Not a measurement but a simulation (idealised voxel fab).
The following is a process module called voxel self aligned vias.
Shown is cross-section cut, with a width of 235 nm and square cells of size 5 nm.
Format of a cross-section: grid, square cells. Given as bands. Order: top down. Band: one or more rows of cells. Top, bottom (nm), then materials left to right with widths (nm); lone material tagged "throughout" fills the whole band edge to edge; "blank" = empty space. Height 0 is the level under which the wafer as received is all one material. The lowest band goes on downwards, as in "top 0, no bottom". Graded width ("30..40"): value in top row of band = first number; value in bottom row = second number; row-to-row change constant. "nothing different", as given for a step, is the statement that not any cell of the cross-section underwent a change during that step. What "Trapped voids" gives you is every empty space of 8 cells or more that is cut off from the top. Each appears as width x height at distance, with the distance taken from the left edge and width, height and distance all in nm. The remark found on a step's line after its settings is issued by the simulator itself and pertains to that step. The "overlay nm" setting may appear on a step's line; for a step that uses a mask, it gives how far to the right of its planned position the mask lay, and a negative value indicates the left.

# Process steps (planned)
1,RECEIVE with material Si
2,CONFORMAL_DEP with material SiO2, thk nm 15
3,CONFORMAL_DEP with material SiCN, thk nm 5
4,DIRECTIONAL_DEP with material SiO2, thk nm 30
5,MASKED_ETCH with tone open, mask id LINES, width nm 30, pitch nm 70, etch materials SiO2, depth nm 30, overlay nm 0
6,CONFORMAL_DEP with material TiN, thk nm 5
7,FILL_DEP with material W, thk nm 10
8,CMP with height nm 50
9,SELECTIVE_ETCH with etch materials W Ru TiN, depth nm 10
10,FILL_DEP with material SiN, thk nm 5
11,CMP with height nm 50
12,DIRECTIONAL_DEP with material SiO2, thk nm 20
13,PATTERN with tone open, mask id VIAS, material resist, width nm 50, pitch nm 140, thk nm 20, overlay nm 0
14,DIRECTIONAL_ETCH with etch materials SiO2, depth nm 20
15,DIRECTIONAL_ETCH with etch materials SiN, depth nm 10
16,STRIP with etch materials resist
17,CONFORMAL_DEP with material TiN, thk nm 5
18,FILL_DEP with material W, thk nm 10
19,CMP with height nm 70
20,CONFORMAL_DEP with material SiN, thk nm 5

# Cross-section, incoming material, after step 1
> top 0, no bottom: Si throughout
> Trapped voids: none

# first wafer at the end, as planned
> top 75, bottom 70: SiN throughout
> top 70, bottom 55: SiO2: 20 / TiN: 5 / W: 40 / TiN: 5 / SiO2: 90 / TiN: 5 / W: 40 / TiN: 5 / SiO2: 25
> top 55, bottom 50: SiO2: 20 / TiN: 15 / W: 20 / TiN: 15 / SiO2: 90 / TiN: 15 / W: 20 / TiN: 15 / SiO2: 25
> top 50, bottom 45: SiO2: 30 / TiN: 5 / W: 20 / TiN: 5 / SiO2: 40 / SiN: 30 / SiO2: 40 / TiN: 5 / W: 20 / TiN: 5 / SiO2: 35
> top 45, bottom 40: SiO2: 30 / TiN: 30 / SiO2: 40 / SiN: 30 / SiO2: 40 / TiN: 30 / SiO2: 35
> top 40, bottom 25: SiO2: 30 / TiN: 5 / W: 20 / TiN: 5 / SiO2: 40 / TiN: 5 / W: 20 / TiN: 5 / SiO2: 40 / TiN: 5 / W: 20 / TiN: 5 / SiO2: 35
> top 25, bottom 20: SiO2: 30 / TiN: 30 / SiO2: 40 / TiN: 30 / SiO2: 40 / TiN: 30 / SiO2: 35
> top 20, bottom 15: SiCN throughout
> top 15, bottom 0: SiO2 throughout
> top 0, no bottom: Si throughout
> Trapped voids: none

# Now the second wafer, cross-sectioned at the end of the module. Nothing different at the start, nothing different in the plan compared with the first, just one mistake when it was actually run
> top 75, bottom 70: SiN throughout
> top 70, bottom 50: SiO2: 20 / TiN: 5 / W: 40 / TiN: 5 / SiO2: 90 / TiN: 5 / W: 40 / TiN: 5 / SiO2: 25
> top 50, bottom 45: SiN: 20 / TiN: 15 / W: 20 / TiN: 15 / SiN: 90 / TiN: 15 / W: 20 / TiN: 15 / SiN: 25
> top 45, bottom 40: SiO2: 30 / TiN: 30 / SiO2: 40 / SiN: 30 / SiO2: 40 / TiN: 30 / SiO2: 35
> top 40, bottom 20: SiO2: 30 / TiN: 5 / W: 20 / TiN: 5 / SiO2: 40 / TiN: 5 / W: 20 / TiN: 5 / SiO2: 40 / TiN: 5 / W: 20 / TiN: 5 / SiO2: 35
> top 20, bottom 15: SiO2: 30 / TiN: 30 / SiO2: 40 / TiN: 30 / SiO2: 40 / TiN: 30 / SiO2: 35
> top 15, bottom 0: SiO2 throughout
> top 0, no bottom: Si throughout
> Trapped voids: none
what went wrong: step 3 in the plan did not get run; it was skipped
FYI, end of process, the second wafer has more or fewer cells of some materials than the first: 47 fewer of SiCN, 21 more of SiN, 6 more of TiN, 20 more of W
